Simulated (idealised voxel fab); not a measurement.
A process module follows: voxel transistor to metal.
Cross-section cut: width 175 nm, square cells of 5 nm.
The cross-sections in this document take the form of a grid made of square cells. They are written out as bands, in order from top to bottom. Each band consists of one or more rows of cells.
In this notation a band is specified by the heights of its top and bottom, in that order and in nm, after which its materials appear from left to right, each paired with its width in nm. The word "everywhere" attached to a single material means that material fills the band from edge to edge; the word "empty" stands for empty space.
The level at which height equals 0 is the one under which the wafer, as it arrives, is entirely one material. No lower edge exists for the bottom band, which continues downward and is notated as in "0..down".
Think of "30->40" as a width that walks from the first number to the second as you go down the band, top row to bottom row, taking equal-sized steps from row to row.
"no modification" for a step: no cell of the cross-section changed in that step.
Voids not open to the top, 8 cells minimum: see "Closed voids list". Written width x height at distance; distance is from the left edge; nm.
Step line, after settings: the simulator's comment on this step.
overlay nm: where the mask lay relative to plan, measured to the right, on steps with a mask; negatives go left.
Reading guide: pairs of cross-sections, before and after one process step; after view cut off at lowest changed band; step and settings listed under each pair. Pairs may stem from different runs of this module on the same starting wafer; continuity with the pair above only where the "Before the process" entry states it.

# Before the process
* 55..50  W everywhere
* 50..45  TiN 50, then W 20, then TiN 35, then W 20, then TiN 50
* 45..35  SiO2 45, then TiN 5, then W 20, then TiN 5, then SiO2 25, then TiN 5, then W 20, then TiN 5, then SiO2 45
* 35..30  SiO2 45, then TiN 5, then W 15, then TiN 10, then SiO2 25, then TiN 10, then W 15, then TiN 5, then SiO2 45
* 30..20  SiO2 45, then TiN 5, then W 15, then TiN 5, then SiN 5, then SiO2 5, then SiCN 15, then SiO2 5, then SiN 5, then TiN 5, then W 15, then TiN 5, then SiO2 45
* 20..5  SiO2 45, then TiN 5, then W 15, then TiN 5, then SiN 5, then SiO2 5, then polySi 15, then SiO2 5, then SiN 5, then TiN 5, then W 15, then TiN 5, then SiO2 45
* 5..-5  SiO2 40, then SiN 5, then TiN 5, then W 15->10, then TiN 5->10, then SiN 5, then SiO2 5, then polySi 15, then SiO2 5, then SiN 5, then TiN 5->10, then W 15->10, then TiN 5, then SiO2 5, then SiN 5, then SiO2 35
* -5..-10  SiO2 45, then TiN 20, then pSi 5, then SiO2 35, then pSi 5, then TiN 20, then SiO2 45
* -10..-15  SiO2 45, then pSi 25, then Si 35, then pSi 30, then SiO2 40
* -15..-45  SiO2 45, then Si 90, then SiO2 40
* -45..down  Si everywhere
* Closed voids list: none

# Resulting Structure
* 45..35  SiO2 45, then TiN 5, then W 20, then TiN 5, then SiO2 25, then TiN 5, then W 20, then TiN 5, then SiO2 45
* Rest of section, below 35: as before.
* Closed voids list: none
For reference, the processing step occurring between the two cross-sections presented above is as follows: CMP [height nm 45]

Before the process: we pick up right where the pair above leaves off, with its after cross-section.

# Resulting Structure
* 50..45  SiN everywhere
* Rest of section, below 45: as before.
* Closed voids list: none
For reference, the processing step occurring between the two cross-sections presented above is as follows: CONFORMAL_DEP [material SiN] [thk nm 5]

Before the process: we pick up right where the pair above leaves off, with its after cross-section.

# Resulting Structure
* 65..50  SiO2 everywhere
* Rest of section, below 50: as before.
* Closed voids list: none
For reference, the processing step occurring between the two cross-sections presented above is as follows: DIRECTIONAL_DEP [material SiO2] [thk nm 15]

Before the process: we pick up right where the pair above leaves off, with its after cross-section.

# Resulting Structure
* 85..65  resist 45, then empty 20, then resist 45, then empty 20, then resist 45
* Rest of section, below 65: as before.
* Closed voids list: none
For reference, the processing step occurring between the two cross-sections presented above is as follows: PATTERN [tone open] [mask id METAL_1] [material resist] [width nm 20] [pitch nm 65] [thk nm 20] [overlay nm 0]

Before the process: we pick up right where the pair above leaves off, with its after cross-section.

# Resulting Structure
* 85..65  resist 45, then empty 20, then resist 45, then empty 20, then resist 45
* 65..50  SiO2 45, then empty 20, then SiO2 45, then empty 20, then SiO2 45
* Rest of section, below 50: as before.
* Closed voids list: none
For reference, the processing step occurring between the two cross-sections presented above is as follows: DIRECTIONAL_ETCH [etch materials SiO2] [depth nm 15]

Before the process: we pick up right where the pair above leaves off, with its after cross-section.

# Resulting Structure
* 85..65  resist 45, then empty 20, then resist 45, then empty 20, then resist 45
* 65..50  SiO2 45, then empty 20, then SiO2 45, then empty 20, then SiO2 45
* 50..45  SiN 45, then empty 20, then SiN 45, then empty 20, then SiN 45
* Rest of section, below 45: as before.
* Closed voids list: none
For reference, the processing step occurring between the two cross-sections presented above is as follows: DIRECTIONAL_ETCH [etch materials SiN] [depth nm 5]

Before the process: we pick up right where the pair above leaves off, with its after cross-section.

# Resulting Structure
* 65..50  SiO2 45, then empty 20, then SiO2 45, then empty 20, then SiO2 45
* Rest of section, below 50: as before.
* Closed voids list: none
For reference, the processing step occurring between the two cross-sections presented above is as follows: STRIP [etch materials resist]

Before the process: we pick up right where the pair above leaves off, with its after cross-section.

# Resulting Structure
* 70..65  TiN 50, then empty 10, then TiN 55, then empty 10, then TiN 50
* 65..50  SiO2 45, then TiN 5, then empty 10, then TiN 5, then SiO2 45, then TiN 5, then empty 10, then TiN 5, then SiO2 45
* 50..45  SiN 45, then TiN 20, then SiN 45, then TiN 20, then SiN 45
* Rest of section, below 45: as before.
* Closed voids list: none
For reference, the processing step occurring between the two cross-sections presented above is as follows: CONFORMAL_DEP [material TiN] [thk nm 5]

Before the process: we pick up right where the pair above leaves off, with its after cross-section.

# Resulting Structure
* 75..70  Ru everywhere
* 70..65  TiN 50, then Ru 10, then TiN 55, then Ru 10, then TiN 50
* 65..50  SiO2 45, then TiN 5, then Ru 10, then TiN 5, then SiO2 45, then TiN 5, then Ru 10, then TiN 5, then SiO2 45
* Rest of section, below 50: as before.
* Closed voids list: none
For reference, the processing step occurring between the two cross-sections presented above is as follows: FILL_DEP [material Ru] [thk nm 5]

Before the process: we pick up right where the pair above leaves off, with its after cross-section.

# Resulting Structure
* 65..50  SiO2 45, then TiN 5, then Ru 10, then TiN 5, then SiO2 45, then TiN 5, then Ru 10, then TiN 5, then SiO2 45
* Rest of section, below 50: as before.
* Closed voids list: none
For reference, the processing step occurring between the two cross-sections presented above is as follows: CMP [height nm 65]

Before the process: we pick up right where the pair above leaves off, with its after cross-section.

# Resulting Structure
* 70..65  empty 40, then Ru 30, then empty 35, then Ru 30, then empty 40
* Rest of section, below 65: as before.
* Closed voids list: none
For reference, the processing step occurring between the two cross-sections presented above is as follows: EPI [material Ru] [thk nm 5]

Before the process: we pick up right where the pair above leaves off, with its after cross-section.

# Resulting Structure
* 75..70  SiCN everywhere
* 70..65  SiCN 40, then Ru 30, then SiCN 35, then Ru 30, then SiCN 40
* Rest of section, below 65: as before.
* Closed voids list: none
For reference, the processing step occurring between the two cross-sections presented above is as follows: FILL_DEP [material SiCN] [thk nm 5]

# Before the process
* 65..50  SiO2 everywhere
* 50..45  SiN everywhere
* 45..35  SiO2 45, then TiN 5, then W 20, then TiN 5, then SiO2 25, then TiN 5, then W 20, then TiN 5, then SiO2 45
* 35..30  SiO2 45, then TiN 5, then W 15, then TiN 10, then SiO2 25, then TiN 10, then W 15, then TiN 5, then SiO2 45
* 30..20  SiO2 45, then TiN 5, then W 15, then TiN 5, then SiN 5, then SiO2 5, then SiCN 15, then SiO2 5, then SiN 5, then TiN 5, then W 15, then TiN 5, then SiO2 45
* 20..5  SiO2 45, then TiN 5, then W 15, then TiN 5, then SiN 5, then SiO2 5, then polySi 15, then SiO2 5, then SiN 5, then TiN 5, then W 15, then TiN 5, then SiO2 45
* 5..-5  SiO2 35, then SiN 5, then SiO2 5, then TiN 5, then W 15->10, then TiN 5->10, then SiN 5, then SiO2 5, then polySi 15, then SiO2 5, then SiN 5, then TiN 5->10, then W 15->10, then TiN 5, then SiO2 5, then SiN 5, then SiO2 35
* -5..-10  SiO2 45, then TiN 20, then pSi 5, then SiO2 35, then pSi 5, then TiN 20, then SiO2 45
* -10..-15  SiO2 40, then pSi 30, then Si 35, then pSi 30, then SiO2 40
* -15..-45  SiO2 40, then Si 95, then SiO2 40
* -45..down  Si everywhere
* Closed voids list: none

# Resulting Structure
* 85..65  resist 55, then empty 20, then resist 45, then empty 20, then resist 35
* Rest of section, below 65: as before.
* Closed voids list: none
For reference, the processing step occurring between the two cross-sections presented above is as follows: PATTERN [tone open] [mask id METAL_1] [material resist] [width nm 20] [pitch nm 65] [thk nm 20] [overlay nm 10]

Before the process: we pick up right where the pair above leaves off, with its after cross-section.

# Resulting Structure
* 85..65  resist 55, then empty 20, then resist 45, then empty 20, then resist 35
* 65..50  SiO2 55, then empty 20, then SiO2 45, then empty 20, then SiO2 35
* Rest of section, below 50: as before.
* Closed voids list: none
For reference, the processing step occurring between the two cross-sections presented above is as follows: DIRECTIONAL_ETCH [etch materials SiO2] [depth nm 15]

Before the process: we pick up right where the pair above leaves off, with its after cross-section.

# Resulting Structure
* 85..65  resist 55, then empty 20, then resist 45, then empty 20, then resist 35
* 65..50  SiO2 55, then empty 20, then SiO2 45, then empty 20, then SiO2 35
* 50..45  SiN 55, then empty 20, then SiN 45, then empty 20, then SiN 35
* Rest of section, below 45: as before.
* Closed voids list: none
For reference, the processing step occurring between the two cross-sections presented above is as follows: DIRECTIONAL_ETCH [etch materials SiN] [depth nm 5]

Before the process: we pick up right where the pair above leaves off, with its after cross-section.

# Resulting Structure
* 65..50  SiO2 55, then empty 20, then SiO2 45, then empty 20, then SiO2 35
* Rest of section, below 50: as before.
* Closed voids list: none
For reference, the processing step occurring between the two cross-sections presented above is as follows: STRIP [etch materials resist]

Before the process: we pick up right where the pair above leaves off, with its after cross-section.

# Resulting Structure
* 70..65  TiN 60, then empty 10, then TiN 55, then empty 10, then TiN 40
* 65..50  SiO2 55, then TiN 5, then empty 10, then TiN 5, then SiO2 45, then TiN 5, then empty 10, then TiN 5, then SiO2 35
* 50..45  SiN 55, then TiN 20, then SiN 45, then TiN 20, then SiN 35
* Rest of section, below 45: as before.
* Closed voids list: none
For reference, the processing step occurring between the two cross-sections presented above is as follows: CONFORMAL_DEP [material TiN] [thk nm 5]

Before the process: we pick up right where the pair above leaves off, with its after cross-section.

# Resulting Structure
* 75..70  Ru everywhere
* 70..65  TiN 60, then Ru 10, then TiN 55, then Ru 10, then TiN 40
* 65..50  SiO2 55, then TiN 5, then Ru 10, then TiN 5, then SiO2 45, then TiN 5, then Ru 10, then TiN 5, then SiO2 35
* Rest of section, below 50: as before.
* Closed voids list: none
For reference, the processing step occurring between the two cross-sections presented above is as follows: FILL_DEP [material Ru] [thk nm 5]

Before the process: we pick up right where the pair above leaves off, with its after cross-section.

# Resulting Structure
* 65..50  SiO2 55, then TiN 5, then Ru 10, then TiN 5, then SiO2 45, then TiN 5, then Ru 10, then TiN 5, then SiO2 35
* Rest of section, below 50: as before.
* Closed voids list: none
For reference, the processing step occurring between the two cross-sections presented above is as follows: CMP [height nm 65]

Before the process: we pick up right where the pair above leaves off, with its after cross-section.

# Resulting Structure
* 70..65  empty 50, then Ru 30, then empty 35, then Ru 30, then empty 30
* Rest of section, below 65: as before.
* Closed voids list: none
For reference, the processing step occurring between the two cross-sections presented above is as follows: EPI [material Ru] [thk nm 5]

Before the process: we pick up right where the pair above leaves off, with its after cross-section.

# Resulting Structure
* 75..70  SiCN everywhere
* 70..65  SiCN 50, then Ru 30, then SiCN 35, then Ru 30, then SiCN 30
* Rest of section, below 65: as before.
* Closed voids list: none
For reference, the processing step occurring between the two cross-sections presented above is as follows: FILL_DEP [material SiCN] [thk nm 5]

# Before the process
* 50..45  SiN everywhere
* 45..35  SiO2 45, then TiN 5, then W 20, then TiN 5, then SiO2 25, then TiN 5, then W 20, then TiN 5, then SiO2 45
* 35..30  SiO2 45, then TiN 5, then W 15, then TiN 10, then SiO2 25, then TiN 10, then W 15, then TiN 5, then SiO2 45
* 30..20  SiO2 45, then TiN 5, then W 15, then TiN 5, then SiN 5, then SiO2 5, then SiCN 15, then SiO2 5, then SiN 5, then TiN 5, then W 15, then TiN 5, then SiO2 45
* 20..5  SiO2 45, then TiN 5, then W 15, then TiN 5, then SiN 5, then SiO2 5, then polySi 15, then SiO2 5, then SiN 5, then TiN 5, then W 15, then TiN 5, then SiO2 45
* 5..-5  SiO2 35, then SiN 5, then SiO2 5, then TiN 5, then W 15->10, then TiN 5->10, then SiN 5, then SiO2 5, then polySi 15, then SiO2 5, then SiN 5, then TiN 5->10, then W 15->10, then TiN 5, then SiO2 5, then SiN 5, then SiO2 35
* -5..-10  SiO2 45, then TiN 20, then pSi 5, then SiO2 35, then pSi 5, then TiN 20, then SiO2 45
* -10..-15  SiO2 40, then pSi 30, then Si 35, then pSi 30, then SiO2 40
* -15..-45  SiO2 40, then Si 95, then SiO2 40
* -45..down  Si everywhere
* Closed voids list: none

# Resulting Structure
* 65..50  aC everywhere
* Rest of section, below 50: as before.
* Closed voids list: none
For reference, the processing step occurring between the two cross-sections presented above is as follows: DIRECTIONAL_DEP [material aC] [thk nm 15]

Before the process: we pick up right where the pair above leaves off, with its after cross-section.

# Resulting Structure
* 85..65  resist 45, then empty 20, then resist 45, then empty 20, then resist 45
* Rest of section, below 65: as before.
* Closed voids list: none
For reference, the processing step occurring between the two cross-sections presented above is as follows: PATTERN [tone open] [mask id METAL_1] [material resist] [width nm 20] [pitch nm 65] [thk nm 20] [overlay nm 0]

Before the process: we pick up right where the pair above leaves off, with its after cross-section.

# Resulting Structure
* 65..50  aC everywhere
* Rest of section, below 50: as before.
* Closed voids list: none
For reference, the processing step occurring between the two cross-sections presented above is as follows: STRIP [etch materials resist]

Before the process: we pick up right where the pair above leaves off, with its after cross-section.

# Resulting Structure
* 70..65  TiN everywhere
* Rest of section, below 65: as before.
* Closed voids list: none
For reference, the processing step occurring between the two cross-sections presented above is as follows: CONFORMAL_DEP [material TiN] [thk nm 5]

Before the process: we pick up right where the pair above leaves off, with its after cross-section.

# Resulting Structure
* 75..70  Ru everywhere
* Rest of section, below 70: as before.
* Closed voids list: none
For reference, the processing step occurring between the two cross-sections presented above is as follows: FILL_DEP [material Ru] [thk nm 5]

Before the process: we pick up right where the pair above leaves off, with its after cross-section.

# Resulting Structure
* 65..50  aC everywhere
* Rest of section, below 50: as before.
* Closed voids list: none
For reference, the processing step occurring between the two cross-sections presented above is as follows: CMP [height nm 65]

Before the process: we pick up right where the pair above leaves off, with its after cross-section.

# Resulting Structure
* 70..65  SiCN everywhere
* Rest of section, below 65: as before.
* Closed voids list: none
For reference, the processing step occurring between the two cross-sections presented above is as follows: FILL_DEP [material SiCN] [thk nm 5]

# Before the process
* 25..15  aC everywhere
* 15..0  SiN everywhere
* 0..-5  SiO2 everywhere
* -5..down  Si everywhere
* Closed voids list: none

# Resulting Structure
* 55..25  resist 35, then empty 105, then resist 35
* Rest of section, below 25: as before.
* Closed voids list: none
For reference, the processing step occurring between the two cross-sections presented above is as follows: PATTERN [tone open] [mask id ACTIVE] [material resist] [width nm 105] [thk nm 30] [overlay nm 0]

Before the process: we pick up right where the pair above leaves off, with its after cross-section.

# Resulting Structure
* 45..25  resist 35, then empty 105, then resist 35
* 25..15  aC 35, then empty 105, then aC 35
* Rest of section, below 15: as before.
* Closed voids list: none
For reference, the processing step occurring between the two cross-sections presented above is as follows: DIRECTIONAL_ETCH [etch materials aC] [depth nm 10]

Before the process: we pick up right where the pair above leaves off, with its after cross-section.

# Resulting Structure
* 25..15  aC 35, then empty 105, then aC 35
* Rest of section, below 15: as before.
* Closed voids list: none
For reference, the processing step occurring between the two cross-sections presented above is as follows: STRIP [etch materials resist]

Before the process: we pick up right where the pair above leaves off, with its after cross-section.

# Resulting Structure
* 25..15  aC 35, then empty 105, then aC 35
* 15..0  SiN 35, then empty 105, then SiN 35
* Rest of section, below 0: as before.
* Closed voids list: none
For reference, the processing step occurring between the two cross-sections presented above is as follows: DIRECTIONAL_ETCH [etch materials SiN] [depth nm 15]

Before the process: we pick up right where the pair above leaves off, with its after cross-section.

# Resulting Structure
* 25..15  aC 35, then empty 105, then aC 35
* 15..0  SiN 35, then empty 105, then SiN 35
* 0..-5  SiO2 35, then empty 105, then SiO2 35
* Rest of section, below -5: as before.
* Closed voids list: none
For reference, the processing step occurring between the two cross-sections presented above is as follows: DIRECTIONAL_ETCH [etch materials SiO2] [depth nm 5]

Before the process: we pick up right where the pair above leaves off, with its after cross-section.

# Resulting Structure
* 25..15  aC 35, then empty 105, then aC 35
* 15..0  SiN 35, then empty 105, then SiN 35
* 0..-5  SiO2 35, then empty 105, then SiO2 35
* -5..-40  Si 35, then empty 105, then Si 35
* Rest of section, below -40: as before.
* Closed voids list: none
For reference, the processing step occurring between the two cross-sections presented above is as follows: DIRECTIONAL_ETCH [etch materials Si] [depth nm 35]

Before the process: we pick up right where the pair above leaves off, with its after cross-section.

# Resulting Structure
* 15..0  SiN 35, then empty 105, then SiN 35
* Rest of section, below 0: as before.
* Closed voids list: none
For reference, the processing step occurring between the two cross-sections presented above is as follows: STRIP [etch materials aC]

Before the process: we pick up right where the pair above leaves off, with its after cross-section.

# Resulting Structure
* 15..0  SiN 35, then empty 105, then SiN 35
* 0..-5  SiO2 35, then empty 105, then SiO2 35
* -5..-40  Si 30, then SiO2 5, then empty 105, then SiO2 5, then Si 30
* -40..-45  Si 30, then SiO2 115, then Si 30
* Rest of section, below -45: as before.
* Closed voids list: none
For reference, the processing step occurring between the two cross-sections presented above is as follows: OXIDIZE [depth nm 5]

Before the process: we pick up right where the pair above leaves off, with its after cross-section.

# Resulting Structure
* 20..15  SiO2 everywhere
* 15..0  SiN 35, then SiO2 105, then SiN 35
* 0..-5  SiO2 everywhere
* -5..-45  Si 30, then SiO2 115, then Si 30
* Rest of section, below -45: as before.
* Closed voids list: none
For reference, the processing step occurring between the two cross-sections presented above is as follows: FILL_DEP [material SiO2] [thk nm 5]

Before the process: we pick up right where the pair above leaves off, with its after cross-section.

# Resulting Structure
* 15..0  SiN 35, then SiO2 105, then SiN 35
* Rest of section, below 0: as before.
* Closed voids list: none
For reference, the processing step occurring between the two cross-sections presented above is as follows: CMP [height nm 15]

Before the process: we pick up right where the pair above leaves off, with its after cross-section.

# Resulting Structure
* 15..10  SiN 35, then empty 105, then SiN 35
* Rest of section, below 10: as before.
* Closed voids list: none
For reference, the processing step occurring between the two cross-sections presented above is as follows: SELECTIVE_ETCH [etch materials SiO2] [depth nm 5]

Before the process: we pick up right where the pair above leaves off, with its after cross-section.

# Resulting Structure
* 10..0  empty 35, then SiO2 105, then empty 35
* Rest of section, below 0: as before.
* Closed voids list: none
For reference, the processing step occurring between the two cross-sections presented above is as follows: STRIP [etch materials SiN]

Before the process: we pick up right where the pair above leaves off, with its after cross-section.

# Resulting Structure
* 5..-5  empty 40, then SiO2 95, then empty 40
* Rest of section, below -5: as before.
* Closed voids list: none
For reference, the processing step occurring between the two cross-sections presented above is as follows: SELECTIVE_ETCH [etch materials SiO2] [depth nm 5]

Before the process: we pick up right where the pair above leaves off, with its after cross-section.

# Resulting Structure
* 5..-5  empty 40, then SiO2 95, then empty 40
* -5..-10  SiO2 everywhere
* Rest of section, below -10: as before.
* Closed voids list: none
For reference, the processing step occurring between the two cross-sections presented above is as follows: OXIDIZE [depth nm 5]

Before the process: we pick up right where the pair above leaves off, with its after cross-section.

# Resulting Structure
* 30..20  empty 40, then polySi 95, then empty 40
* 20..5  polySi everywhere
* 5..-5  polySi 40, then SiO2 95, then polySi 40
* Rest of section, below -5: as before.
* Closed voids list: none
For reference, the processing step occurring between the two cross-sections presented above is as follows: DIRECTIONAL_DEP [material polySi] [thk nm 25]

Before the process: we pick up right where the pair above leaves off, with its after cross-section.

# Resulting Structure
* 40..30  empty 40, then SiCN 95, then empty 40
* 30..20  SiCN 40, then polySi 95, then SiCN 40
* Rest of section, below 20: as before.
* Closed voids list: none
For reference, the processing step occurring between the two cross-sections presented above is as follows: DIRECTIONAL_DEP [material SiCN] [thk nm 10]

Before the process: we pick up right where the pair above leaves off, with its after cross-section.

# Resulting Structure
* 60..40  empty 80, then resist 15, then empty 80
* Rest of section, below 40: as before.
* Closed voids list: none
For reference, the processing step occurring between the two cross-sections presented above is as follows: PATTERN [tone cover] [mask id GATE] [material resist] [width nm 15] [thk nm 20] [overlay nm 0]

Before the process: we pick up right where the pair above leaves off, with its after cross-section.

# Resulting Structure
* 60..40  empty 80, then resist 15, then empty 80
* 40..30  empty 80, then SiCN 15, then empty 80
* 30..20  empty 40, then polySi 95, then empty 40
* Rest of section, below 20: as before.
* Closed voids list: none
For reference, the processing step occurring between the two cross-sections presented above is as follows: DIRECTIONAL_ETCH [etch materials SiCN] [depth nm 20]

Before the process: we pick up right where the pair above leaves off, with its after cross-section.

# Resulting Structure
* 60..40  empty 80, then resist 15, then empty 80
* 40..30  empty 80, then SiCN 15, then empty 80
* 30..5  empty 80, then polySi 15, then empty 80
* 5..-5  empty 40, then SiO2 95, then empty 40
* Rest of section, below -5: as before.
* Closed voids list: none
For reference, the processing step occurring between the two cross-sections presented above is as follows: DIRECTIONAL_ETCH [etch materials polySi] [depth nm 35]

Before the process: we pick up right where the pair above leaves off, with its after cross-section.

# Resulting Structure
* 40..30  empty 80, then SiCN 15, then empty 80
* Rest of section, below 30: as before.
* Closed voids list: none
For reference, the processing step occurring between the two cross-sections presented above is as follows: STRIP [etch materials resist]

Before the process: we pick up right where the pair above leaves off, with its after cross-section.

# Resulting Structure
* 45..40  empty 75, then SiO2 25, then empty 75
* 40..30  empty 75, then SiO2 5, then SiCN 15, then SiO2 5, then empty 75
* 30..10  empty 75, then SiO2 5, then polySi 15, then SiO2 5, then empty 75
* 10..5  empty 35, then SiO2 45, then polySi 15, then SiO2 45, then empty 35
* 5..0  empty 35, then SiO2 105, then empty 35
* 0..-10  SiO2 everywhere
* Rest of section, below -10: as before.
* Closed voids list: none
For reference, the processing step occurring between the two cross-sections presented above is as follows: CONFORMAL_DEP [material SiO2] [thk nm 5]

Before the process: we pick up right where the pair above leaves off, with its after cross-section.

# Resulting Structure
* 40..30  empty 75, then SiO2 5, then SiCN 15, then SiO2 5, then empty 75
* 30..5  empty 75, then SiO2 5, then polySi 15, then SiO2 5, then empty 75
* 5..-5  empty 35, then SiO2 105, then empty 35
* Rest of section, below -5: as before.
* Closed voids list: none
For reference, the processing step occurring between the two cross-sections presented above is as follows: DIRECTIONAL_ETCH [etch materials SiO2] [depth nm 5]

Before the process: we pick up right where the pair above leaves off, with its after cross-section.

# Resulting Structure
* 45..40  empty 70, then SiN 35, then empty 70
* 40..30  empty 70, then SiN 5, then SiO2 5, then SiCN 15, then SiO2 5, then SiN 5, then empty 70
* 30..10  empty 70, then SiN 5, then SiO2 5, then polySi 15, then SiO2 5, then SiN 5, then empty 70
* 10..5  empty 30, then SiN 45, then SiO2 5, then polySi 15, then SiO2 5, then SiN 45, then empty 30
* 5..0  empty 30, then SiN 5, then SiO2 105, then SiN 5, then empty 30
* 0..-5  SiN 35, then SiO2 105, then SiN 35
* Rest of section, below -5: as before.
* Closed voids list: none
For reference, the processing step occurring between the two cross-sections presented above is as follows: CONFORMAL_DEP [material SiN] [thk nm 5]

Before the process: we pick up right where the pair above leaves off, with its after cross-section.

# Resulting Structure
* 40..30  empty 70, then SiN 5, then SiO2 5, then SiCN 15, then SiO2 5, then SiN 5, then empty 70
* 30..5  empty 70, then SiN 5, then SiO2 5, then polySi 15, then SiO2 5, then SiN 5, then empty 70
* 5..-5  empty 30, then SiN 5, then SiO2 105, then SiN 5, then empty 30
* Rest of section, below -5: as before.
* Closed voids list: none
For reference, the processing step occurring between the two cross-sections presented above is as follows: DIRECTIONAL_ETCH [etch materials SiN] [depth nm 5]

Before the process: we pick up right where the pair above leaves off, with its after cross-section.

# Resulting Structure
* 40..35  empty 70, then SiN 5, then empty 5, then SiCN 15, then empty 5, then SiN 5, then empty 70
* 35..30  empty 70, then SiN 5, then SiO2 5, then SiCN 15, then SiO2 5, then SiN 5, then empty 70
* 30..5  empty 70, then SiN 5, then SiO2 5, then polySi 15, then SiO2 5, then SiN 5, then empty 70
* 5..0  empty 30, then SiN 5, then empty 35, then SiO2 35, then empty 35, then SiN 5, then empty 30
* 0..-5  empty 30, then SiN 5, then SiO2 105, then SiN 5, then empty 30
* -5..-10  empty 30, then SiO2 115, then empty 30
* Rest of section, below -10: as before.
* Closed voids list: none
For reference, the processing step occurring between the two cross-sections presented above is as follows: DIRECTIONAL_ETCH [etch materials SiO2] [depth nm 5]

Before the process: we pick up right where the pair above leaves off, with its after cross-section.

# Resulting Structure
* 40..35  empty 70, then SiN 5, then empty 5, then SiCN 15, then empty 5, then SiN 5, then empty 70
* 35..30  empty 70, then SiN 5, then SiO2 5, then SiCN 15, then SiO2 5, then SiN 5, then empty 70
* 30..5  empty 70, then SiN 5, then SiO2 5, then polySi 15, then SiO2 5, then SiN 5, then empty 70
* 5..0  empty 30, then SiN 5, then empty 35, then SiO2 35, then empty 35, then SiN 5, then empty 30
* 0..-5  empty 30, then SiN 5, then SiO2 105, then SiN 5, then empty 30
* -5..-15  empty 30, then SiO2 115, then empty 30
* Rest of section, below -15: as before.
* Closed voids list: none
For reference, the processing step occurring between the two cross-sections presented above is as follows: DIRECTIONAL_ETCH [etch materials Si] [depth nm 5]

Before the process: we pick up right where the pair above leaves off, with its after cross-section.

# Resulting Structure
* 40..35  empty 70, then SiN 5, then empty 5, then SiCN 15, then empty 5, then SiN 5, then empty 70
* 35..30  empty 70, then SiN 5, then SiO2 5, then SiCN 15, then SiO2 5, then SiN 5, then empty 70
* 30..5  empty 70, then SiN 5, then SiO2 5, then polySi 15, then SiO2 5, then SiN 5, then empty 70
* 5..0  empty 30, then SiN 5, then empty 35, then SiO2 35, then empty 35, then SiN 5, then empty 30
* 0..-5  empty 30, then SiN 5, then SiO2 105, then SiN 5, then empty 30
* -5..-10  empty 30, then SiO2 115, then empty 30
* -10..-15  pSi 30, then SiO2 115, then pSi 30
* Rest of section, below -15: as before.
* Closed voids list: none
For reference, the processing step occurring between the two cross-sections presented above is as follows: EPI [material pSi] [thk nm 5]

Before the process: we pick up right where the pair above leaves off, with its after cross-section.

# Resulting Structure
* 45..40  SiO2 everywhere
* 40..30  SiO2 70, then SiN 5, then SiO2 5, then SiCN 15, then SiO2 5, then SiN 5, then SiO2 70
* 30..5  SiO2 70, then SiN 5, then SiO2 5, then polySi 15, then SiO2 5, then SiN 5, then SiO2 70
* 5..-5  SiO2 30, then SiN 5, then SiO2 105, then SiN 5, then SiO2 30
* -5..-10  SiO2 everywhere
* Rest of section, below -10: as before.
* Closed voids list: none
For reference, the processing step occurring between the two cross-sections presented above is as follows: FILL_DEP [material SiO2] [thk nm 5]

Before the process: we pick up right where the pair above leaves off, with its after cross-section.

# Resulting Structure
* 30..5  SiO2 70, then SiN 5, then SiO2 5, then polySi 15, then SiO2 5, then SiN 5, then SiO2 70
* Rest of section, below 5: as before.
* Closed voids list: none
For reference, the processing step occurring between the two cross-sections presented above is as follows: CMP [height nm 30]

Before the process: we pick up right where the pair above leaves off, with its after cross-section.

# Resulting Structure
* 45..30  SiO2 everywhere
* Rest of section, below 30: as before.
* Closed voids list: none
For reference, the processing step occurring between the two cross-sections presented above is as follows: DIRECTIONAL_DEP [material SiO2] [thk nm 15]

Before the process: we pick up right where the pair above leaves off, with its after cross-section.

# Resulting Structure
* 55..45  aC everywhere
* Rest of section, below 45: as before.
* Closed voids list: none
For reference, the processing step occurring between the two cross-sections presented above is as follows: DIRECTIONAL_DEP [material aC] [thk nm 10]

Before the process: we pick up right where the pair above leaves off, with its after cross-section.

# Resulting Structure
* 85..55  resist 45, then empty 30, then resist 25, then empty 30, then resist 45
* Rest of section, below 55: as before.
* Closed voids list: none
For reference, the processing step occurring between the two cross-sections presented above is as follows: PATTERN [tone open] [mask id CONTACT] [material resist] [width nm 30] [pitch nm 55] [thk nm 30] [overlay nm 0]

Before the process: we pick up right where the pair above leaves off, with its after cross-section.

# Resulting Structure
* 75..55  resist 45, then empty 30, then resist 25, then empty 30, then resist 45
* 55..45  aC 45, then empty 30, then aC 25, then empty 30, then aC 45
* Rest of section, below 45: as before.
* Closed voids list: none
For reference, the processing step occurring between the two cross-sections presented above is as follows: DIRECTIONAL_ETCH [etch materials aC] [depth nm 10]

Before the process: we pick up right where the pair above leaves off, with its after cross-section.

# Resulting Structure
* 55..45  aC 45, then empty 30, then aC 25, then empty 30, then aC 45
* Rest of section, below 45: as before.
* Closed voids list: none
For reference, the processing step occurring between the two cross-sections presented above is as follows: STRIP [etch materials resist]

Before the process: we pick up right where the pair above leaves off, with its after cross-section.

# Resulting Structure
* 55..45  aC 45, then empty 30, then aC 25, then empty 30, then aC 45
* 45..30  SiO2 45, then empty 30, then SiO2 25, then empty 30, then SiO2 45
* 30..5  SiO2 45, then empty 25, then SiN 5, then SiO2 5, then polySi 15, then SiO2 5, then SiN 5, then empty 25, then SiO2 45
* 5..-5  SiO2 30, then SiN 5, then SiO2 10, then empty 25, then SiO2 35, then empty 25, then SiO2 10, then SiN 5, then SiO2 30
* -5..-10  SiO2 45, then empty 25, then SiO2 35, then empty 25, then SiO2 45
* Rest of section, below -10: as before.
* Closed voids list: none
For reference, the processing step occurring between the two cross-sections presented above is as follows: DIRECTIONAL_ETCH [etch materials SiO2] [depth nm 55]

Before the process: we pick up right where the pair above leaves off, with its after cross-section.

# Resulting Structure
* 45..30  SiO2 45, then empty 30, then SiO2 25, then empty 30, then SiO2 45
* Rest of section, below 30: as before.
* Closed voids list: none
For reference, the processing step occurring between the two cross-sections presented above is as follows: STRIP [etch materials aC]
